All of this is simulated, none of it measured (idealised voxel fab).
Title: Process Module voxel trench capacitor
The cross-section on display is named cut; it measures 200 nm wide, and its cells are 5 nm squares.
If you're reading a cross-section in this doc, picture square cells in a grid; it comes to you as bands, top ones listed first down to the bottom, and a band can be one or more rows of cells.
Heads up on the band format: heights come first, top then bottom, in nm. After that it's the materials left to right, each with its width in nm. A single material flagged "edge to edge" fills the whole band edge to edge, and "blank" means there's empty space there.
Height 0 is the level under which the wafer as received is all one material. The lowest band goes on downwards, as in "from 0 down".
The expression "30->40" gives the width at the extremes of the band, the first number at its top row of cells and the second at its bottom row, with the width changing by equal amounts from each row to the next in between.
Given "changes: none" for a step, no cell of the cross-section differs between before and after that step.
Each empty space that has no open way to the top and spans at least 8 cells appears under "Cavities, sealed" as width x height at distance, the distance counted from the left edge, all in nm.
That trailing text on a step's line, after the settings, is the simulator's own remark on the step.
Steps that use a mask can have "overlay nm" on their line. It says how far the mask sat to the right of where it was meant to be. Negative means to the left.

HERE'S WHAT THE PLANNED PROCESS STEPS LOOK LIKE
step 1: RECEIVE [material Si]
step 2: CONFORMAL_DEP [material SiN] [thk nm 5]
step 3: DIRECTIONAL_DEP [material aC] [thk nm 10]
step 4: PATTERN [tone open] [mask id TRENCH] [material resist] [width nm 25] [pitch nm 55] [thk nm 30] [overlay nm 0]
step 5: DIRECTIONAL_ETCH [etch materials aC] [depth nm 10]
step 6: STRIP [etch materials resist]
step 7: DIRECTIONAL_ETCH [etch materials SiN] [depth nm 5]
step 8: DIRECTIONAL_ETCH [etch materials Si] [depth nm 35]
step 9: STRIP [etch materials aC]
step 10: CONFORMAL_DEP [material Al2O3] [thk nm 5]
step 11: FILL_DEP [material polySi] [thk nm 5]
step 12: CMP [height nm 5]

WAFER AS RECEIVED: CROSS-SECTION FOLLOWING STEP 1
> from 0 down: Si edge to edge
> Cavities, sealed: none

THE FOLLOWING CROSS-SECTION DEPICTS THE WAFER UPON CONCLUSION OF THE MODULE. PROCESSING COMMENCED FROM THE STARTING CONDITION ILLUSTRATED ABOVE AND ADHERED TO THE PLAN ILLUSTRATED ABOVE, SAVE FOR ONE MISTAKE IN EXECUTION
> from 5 to 0: 55 polySi; 5 Al2O3; 25 SiN; 5 Al2O3; 20 polySi; 5 Al2O3; 25 SiN; 5 Al2O3; 55 polySi
> from 0 to -30: 55 polySi; 5 Al2O3; 25 Si; 5 Al2O3; 20 polySi; 5 Al2O3; 25 Si; 5 Al2O3; 55 polySi
> from -30 to -35: 60 Al2O3; 25 Si; 30 Al2O3; 25 Si; 60 Al2O3
> from -35 down: Si edge to edge
> Cavities, sealed: none
Run error: planned and actual differ for step 4; actual: PATTERN [tone cover] [mask id TRENCH] [material resist] [width nm 25] [pitch nm 55] [thk nm 30] [overlay nm 0]
